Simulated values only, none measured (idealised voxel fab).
process module | voxel capacitor over wiring
cross-section cut | 155 nm wide | cells 5 nm
A cross-section is a grid of square cells, given in bands from the top down. A band is one or more rows of cells.
Each band's line starts with the height of the band's top and of its bottom, in nm. Then come its materials from left to right, each with its width in nm. One material with "throughout" fills the band from edge to edge. "air" is empty space.
Height 0 is the level under which the wafer as received is all one material. The lowest band goes on downwards, as in "0 down".
A width such as "30 to 40" changes by the same amount from each row of cells to the next, from the band's top row to its bottom row.
"no change" after a step means that no cell of the cross-section changed.
closed voids: empty space of 8 cells or more with no open way to the top, each as width x height at its distance from the left edge, in nm
after a step's settings: what the simulator itself notes on the step
overlay nm, on a step with a mask: how far to the right of its planned place the mask lay; to the left if negative
plan
1 op RECEIVE | material Si
2 op CONFORMAL_DEP | material SiO2 | thk nm 15
3 op CONFORMAL_DEP | material SiCN | thk nm 5
4 op DIRECTIONAL_DEP | material SiO2 | thk nm 15
5 op PATTERN | tone open | mask id METAL_1 | material resist | width nm 25 | pitch nm 90 | thk nm 20 | overlay nm 0
6 op DIRECTIONAL_ETCH | etch materials SiO2 | depth nm 15
7 op DIRECTIONAL_ETCH | etch materials SiCN | depth nm 5
8 op STRIP | etch materials resist
9 op CONFORMAL_DEP | material TiN | thk nm 5
10 op FILL_DEP | material Ru | thk nm 10
11 op CMP | height nm 35
12 op CONFORMAL_DEP | material SiCN | thk nm 5
13 op DIRECTIONAL_DEP | material SiO2 | thk nm 15
14 op DIRECTIONAL_DEP | material aC | thk nm 10
15 op PATTERN | tone open | mask id PLUG_1 | material resist | width nm 15 | thk nm 25 | overlay nm 0
16 op DIRECTIONAL_ETCH | etch materials aC | depth nm 10
17 op STRIP | etch materials resist
18 op DIRECTIONAL_ETCH | etch materials SiO2 | depth nm 15
19 op DIRECTIONAL_ETCH | etch materials SiCN | depth nm 5
20 op STRIP | etch materials aC
21 op EPI | material Ru | thk nm 10
22 op EPI | material Ru | thk nm 10
23 op DIRECTIONAL_DEP | material TiN | thk nm 10
24 op DIRECTIONAL_DEP | material HfO2 | thk nm 5
25 op DIRECTIONAL_DEP | material TiN | thk nm 5
26 op PATTERN | tone cover | mask id UPPER_PLATE | material resist | width nm 70 | thk nm 15 | overlay nm 0
27 op DIRECTIONAL_ETCH | etch materials TiN | depth nm 5
28 op DIRECTIONAL_ETCH | etch materials HfO2 | depth nm 5
29 op STRIP | etch materials resist
30 op PATTERN | tone cover | mask id LOWER_PLATE | material resist | width nm 80 | thk nm 20 | overlay nm 0
31 op DIRECTIONAL_ETCH | etch materials TiN | depth nm 10
32 op STRIP | etch materials resist
33 op FILL_DEP | material SiO2 | thk nm 20
34 op CMP | height nm 90
35 op PATTERN | tone open | mask id PLUG_2 | material resist | width nm 15 | thk nm 20 | overlay nm 0
36 op DIRECTIONAL_ETCH | etch materials SiO2 | depth nm 15
37 op STRIP | etch materials resist
38 op CONFORMAL_DEP | material TiN | thk nm 5
39 op FILL_DEP | material Ru | thk nm 10
40 op CMP | height nm 90
41 op CONFORMAL_DEP | material SiCN | thk nm 5
varied across the wafers: width nm of step 35. The plan shows the first wafer's value. All wafers start alike
first wafer as received, after step 1
  0 down: Si throughout
  closed voids: none
each wafer at the end: cells of each material gained (+) or lost (-) since it was received, then its closed voids
width nm 15 | +14 HfO2 | +32 Ru | +80 SiCN | +388 SiO2 | +75 TiN | closed voids: none
width nm 20 | +14 HfO2 | +34 Ru | +80 SiCN | +385 SiO2 | +76 TiN | closed voids: none
width nm 25 | +14 HfO2 | +36 Ru | +80 SiCN | +382 SiO2 | +77 TiN | closed voids: none
width nm 30 | +14 HfO2 | +38 Ru | +80 SiCN | +379 SiO2 | +78 TiN | closed voids: none
